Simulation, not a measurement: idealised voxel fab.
A process module follows: voxel lift off.
cross-section cut | 140 nm wide | cells 5 nm
This document writes a cross-section as a grid whose cells are square, and gives it as bands, listed from the top down; one or more rows of cells form a band.
Band: top height; bottom height; in nm. Then, left to right: material with width in nm, for each material. "throughout": a single material spanning edge to edge. "empty": empty space.
The reference from which all heights are counted is 0, the level beneath which the as-received wafer is entirely one material; the lowest band, having no lower bound, proceeds downward and is written after the example "z 0 and below".
Width spec "30..40" -> top row of cells at first value, bottom row at second value, equal per-row change in between.
"changes: none" for a step: no cell of the cross-section changed in that step.
Entry "Sealed internal voids". Content: empty spaces with no open connection to the top, size 8 cells or greater. Each: width x height at distance. Distance: from left edge. Unit: nm.
What comes after the settings on a step's line is commentary from the simulator itself on that step.
"overlay nm" denotes, for a step that has a mask, the displacement of the mask to the right of its planned place, with negative values corresponding to the left.
Read the rest as pairs. Take the cross-section before one process step, then the cross-section after it, which shows only down to the lowest band that changed. Under the pair, find the step between them and its settings. Bear in mind that pairs may come from different runs of this module on the same starting wafer: link a pair to the pair above it only where its entry headed "Ahead of processing" says to.

Ahead of processing:
z 0 and below = Si throughout
Sealed internal voids: none

Cut View, Post-Step:
z 5 to 0 = Al2O3 throughout
Below 0, the layers are the same as they were.
Sealed internal voids: none
Here is the step that sits between the two cross-sections above: CONFORMAL_DEP, material Al2O3, thk nm 5

Ahead of processing: as in the pair right above, post-step view.

Cut View, Post-Step:
z 25 to 5 = resist=15, empty=20, resist=25, empty=20, resist=25, empty=20, resist=15
Below 5, the layers are the same as they were.
Sealed internal voids: none
Here is the step that sits between the two cross-sections above: PATTERN, tone open, mask id LINES, material resist, width nm 20, pitch nm 45, thk nm 20, overlay nm 0

Ahead of processing: as in the pair right above, post-step view.

Cut View, Post-Step:
z 30 to 25 = Ru=15, empty=20, Ru=25, empty=20, Ru=25, empty=20, Ru=15
z 25 to 10 = resist=15, empty=20, resist=25, empty=20, resist=25, empty=20, resist=15
z 10 to 5 = resist=15, Ru=20, resist=25, Ru=20, resist=25, Ru=20, resist=15
Below 5, the layers are the same as they were.
Sealed internal voids: none
Here is the step that sits between the two cross-sections above: DIRECTIONAL_DEP, material Ru, thk nm 5

Ahead of processing: as in the pair right above, post-step view.

Cut View, Post-Step:
z 10 to 5 = empty=15, Ru=20, empty=25, Ru=20, empty=25, Ru=20, empty=15
Below 5, the layers are the same as they were.
Sealed internal voids: none
Here is the step that sits between the two cross-sections above: STRIP, etch materials resist

Ahead of processing: as in the pair right above, post-step view.

Cut View, Post-Step:
z 15 to 10 = empty=10, SiCN=30, empty=15, SiCN=30, empty=15, SiCN=30, empty=10
z 10 to 5 = SiCN=15, Ru=20, SiCN=25, Ru=20, SiCN=25, Ru=20, SiCN=15
Below 5, the layers are the same as they were.
Sealed internal voids: none
Here is the step that sits between the two cross-sections above: CONFORMAL_DEP, material SiCN, thk nm 5

Ahead of processing:
z 0 and below = Si throughout
Sealed internal voids: none

Cut View, Post-Step:
z 20 to 0 = resist=15, empty=20, resist=25, empty=20, resist=25, empty=20, resist=15
Below 0, the layers are the same as they were.
Sealed internal voids: none
Here is the step that sits between the two cross-sections above: PATTERN, tone open, mask id LINES, material resist, width nm 20, pitch nm 45, thk nm 20, overlay nm 0

Ahead of processing: as in the pair right above, post-step view.

Cut View, Post-Step:
z 25 to 20 = Ru=15, empty=20, Ru=25, empty=20, Ru=25, empty=20, Ru=15
z 20 to 5 = resist=15, empty=20, resist=25, empty=20, resist=25, empty=20, resist=15
z 5 to 0 = resist=15, Ru=20, resist=25, Ru=20, resist=25, Ru=20, resist=15
Below 0, the layers are the same as they were.
Sealed internal voids: none
Here is the step that sits between the two cross-sections above: DIRECTIONAL_DEP, material Ru, thk nm 5

Ahead of processing: as in the pair right above, post-step view.

Cut View, Post-Step:
z 5 to 0 = empty=15, Ru=20, empty=25, Ru=20, empty=25, Ru=20, empty=15
Below 0, the layers are the same as they were.
Sealed internal voids: none
Here is the step that sits between the two cross-sections above: STRIP, etch materials resist

Ahead of processing: as in the pair right above, post-step view.

Cut View, Post-Step:
z 10 to 5 = empty=10, SiCN=30, empty=15, SiCN=30, empty=15, SiCN=30, empty=10
z 5 to 0 = SiCN=15, Ru=20, SiCN=25, Ru=20, SiCN=25, Ru=20, SiCN=15
Below 0, the layers are the same as they were.
Sealed internal voids: none
Here is the step that sits between the two cross-sections above: CONFORMAL_DEP, material SiCN, thk nm 5

Ahead of processing:
z 25 to 5 = resist=15, empty=20, resist=25, empty=20, resist=25, empty=20, resist=15
z 5 to 0 = Al2O3 throughout
z 0 and below = Si throughout
Sealed internal voids: none

Cut View, Post-Step:
z 40 to 25 = Ru=15, empty=20, Ru=25, empty=20, Ru=25, empty=20, Ru=15
z 25 to 20 = resist=15, empty=20, resist=25, empty=20, resist=25, empty=20, resist=15
z 20 to 5 = resist=15, Ru=20, resist=25, Ru=20, resist=25, Ru=20, resist=15
Below 5, the layers are the same as they were.
Sealed internal voids: none
Here is the step that sits between the two cross-sections above: DIRECTIONAL_DEP, material Ru, thk nm 15

Ahead of processing: as in the pair right above, post-step view.

Cut View, Post-Step:
z 20 to 5 = empty=15, Ru=20, empty=25, Ru=20, empty=25, Ru=20, empty=15
Below 5, the layers are the same as they were.
Sealed internal voids: none
Here is the step that sits between the two cross-sections above: STRIP, etch materials resist

Ahead of processing: as in the pair right above, post-step view.

Cut View, Post-Step:
z 25 to 20 = empty=10, SiCN=30, empty=15, SiCN=30, empty=15, SiCN=30, empty=10
z 20 to 10 = empty=10, SiCN=5, Ru=20, SiCN=5, empty=15, SiCN=5, Ru=20, SiCN=5, empty=15, SiCN=5, Ru=20, SiCN=5, empty=10
z 10 to 5 = SiCN=15, Ru=20, SiCN=25, Ru=20, SiCN=25, Ru=20, SiCN=15
Below 5, the layers are the same as they were.
Sealed internal voids: none
Here is the step that sits between the two cross-sections above: CONFORMAL_DEP, material SiCN, thk nm 5

Ahead of processing:
z 5 to 0 = Al2O3 throughout
z 0 and below = Si throughout
Sealed internal voids: none

Cut View, Post-Step:
z 25 to 5 = resist=20, empty=15, resist=30, empty=15, resist=30, empty=15, resist=15
Below 5, the layers are the same as they were.
Sealed internal voids: none
Here is the step that sits between the two cross-sections above: PATTERN, tone open, mask id LINES, material resist, width nm 15, pitch nm 45, thk nm 20, overlay nm 0

Ahead of processing: as in the pair right above, post-step view.

Cut View, Post-Step:
z 30 to 25 = Ru=20, empty=15, Ru=30, empty=15, Ru=30, empty=15, Ru=15
z 25 to 10 = resist=20, empty=15, resist=30, empty=15, resist=30, empty=15, resist=15
z 10 to 5 = resist=20, Ru=15, resist=30, Ru=15, resist=30, Ru=15, resist=15
Below 5, the layers are the same as they were.
Sealed internal voids: none
Here is the step that sits between the two cross-sections above: DIRECTIONAL_DEP, material Ru, thk nm 5

Ahead of processing: as in the pair right above, post-step view.

Cut View, Post-Step:
z 10 to 5 = empty=20, Ru=15, empty=30, Ru=15, empty=30, Ru=15, empty=15
Below 5, the layers are the same as they were.
Sealed internal voids: none
Here is the step that sits between the two cross-sections above: STRIP, etch materials resist

Ahead of processing: as in the pair right above, post-step view.

Cut View, Post-Step:
z 15 to 10 = empty=15, SiCN=25, empty=20, SiCN=25, empty=20, SiCN=25, empty=10
z 10 to 5 = SiCN=20, Ru=15, SiCN=30, Ru=15, SiCN=30, Ru=15, SiCN=15
Below 5, the layers are the same as they were.
Sealed internal voids: none
Here is the step that sits between the two cross-sections above: CONFORMAL_DEP, material SiCN, thk nm 5

Ahead of processing:
z 0 and below = Si throughout
Sealed internal voids: none

Cut View, Post-Step:
z 5 to 0 = Ru throughout
Below 0, the layers are the same as they were.
Sealed internal voids: none
Here is the step that sits between the two cross-sections above: CONFORMAL_DEP, material Ru, thk nm 5

Ahead of processing: as in the pair right above, post-step view.

Cut View, Post-Step:
z 25 to 5 = resist=15, empty=20, resist=25, empty=20, resist=25, empty=20, resist=15
Below 5, the layers are the same as they were.
Sealed internal voids: none
Here is the step that sits between the two cross-sections above: PATTERN, tone open, mask id LINES, material resist, width nm 20, pitch nm 45, thk nm 20, overlay nm 0

Ahead of processing: as in the pair right above, post-step view.

Cut View, Post-Step:
z 30 to 25 = Ru=15, empty=20, Ru=25, empty=20, Ru=25, empty=20, Ru=15
z 25 to 10 = resist=15, empty=20, resist=25, empty=20, resist=25, empty=20, resist=15
z 10 to 5 = resist=15, Ru=20, resist=25, Ru=20, resist=25, Ru=20, resist=15
Below 5, the layers are the same as they were.
Sealed internal voids: none
Here is the step that sits between the two cross-sections above: DIRECTIONAL_DEP, material Ru, thk nm 5

Ahead of processing: as in the pair right above, post-step view.

Cut View, Post-Step:
z 10 to 5 = empty=15, Ru=20, empty=25, Ru=20, empty=25, Ru=20, empty=15
Below 5, the layers are the same as they were.
Sealed internal voids: none
Here is the step that sits between the two cross-sections above: STRIP, etch materials resist

Ahead of processing: as in the pair right above, post-step view.

Cut View, Post-Step:
z 15 to 10 = empty=10, SiCN=30, empty=15, SiCN=30, empty=15, SiCN=30, empty=10
z 10 to 5 = SiCN=15, Ru=20, SiCN=25, Ru=20, SiCN=25, Ru=20, SiCN=15
Below 5, the layers are the same as they were.
Sealed internal voids: none
Here is the step that sits between the two cross-sections above: CONFORMAL_DEP, material SiCN, thk nm 5

Ahead of processing:
z 5 to 0 = Al2O3 throughout
z 0 and below = Si throughout
Sealed internal voids: none

Cut View, Post-Step:
z 25 to 5 = empty=15, resist=20, empty=25, resist=20, empty=25, resist=20, empty=15
Below 5, the layers are the same as they were.
Sealed internal voids: none
Here is the step that sits between the two cross-sections above: PATTERN, tone cover, mask id LINES, material resist, width nm 20, pitch nm 45, thk nm 20, overlay nm 0

Ahead of processing: as in the pair right above, post-step view.

Cut View, Post-Step:
z 30 to 25 = empty=15, Ru=20, empty=25, Ru=20, empty=25, Ru=20, empty=15
z 25 to 10 = empty=15, resist=20, empty=25, resist=20, empty=25, resist=20, empty=15
z 10 to 5 = Ru=15, resist=20, Ru=25, resist=20, Ru=25, resist=20, Ru=15
Below 5, the layers are the same as they were.
Sealed internal voids: none
Here is the step that sits between the two cross-sections above: DIRECTIONAL_DEP, material Ru, thk nm 5

Ahead of processing: as in the pair right above, post-step view.

Cut View, Post-Step:
z 10 to 5 = Ru=15, empty=20, Ru=25, empty=20, Ru=25, empty=20, Ru=15
Below 5, the layers are the same as they were.
Sealed internal voids: none
Here is the step that sits between the two cross-sections above: STRIP, etch materials resist

Ahead of processing: as in the pair right above, post-step view.

Cut View, Post-Step:
z 15 to 10 = SiCN=20, empty=10, SiCN=35, empty=10, SiCN=35, empty=10, SiCN=20
z 10 to 5 = Ru=15, SiCN=20, Ru=25, SiCN=20, Ru=25, SiCN=20, Ru=15
Below 5, the layers are the same as they were.
Sealed internal voids: none
Here is the step that sits between the two cross-sections above: CONFORMAL_DEP, material SiCN, thk nm 5
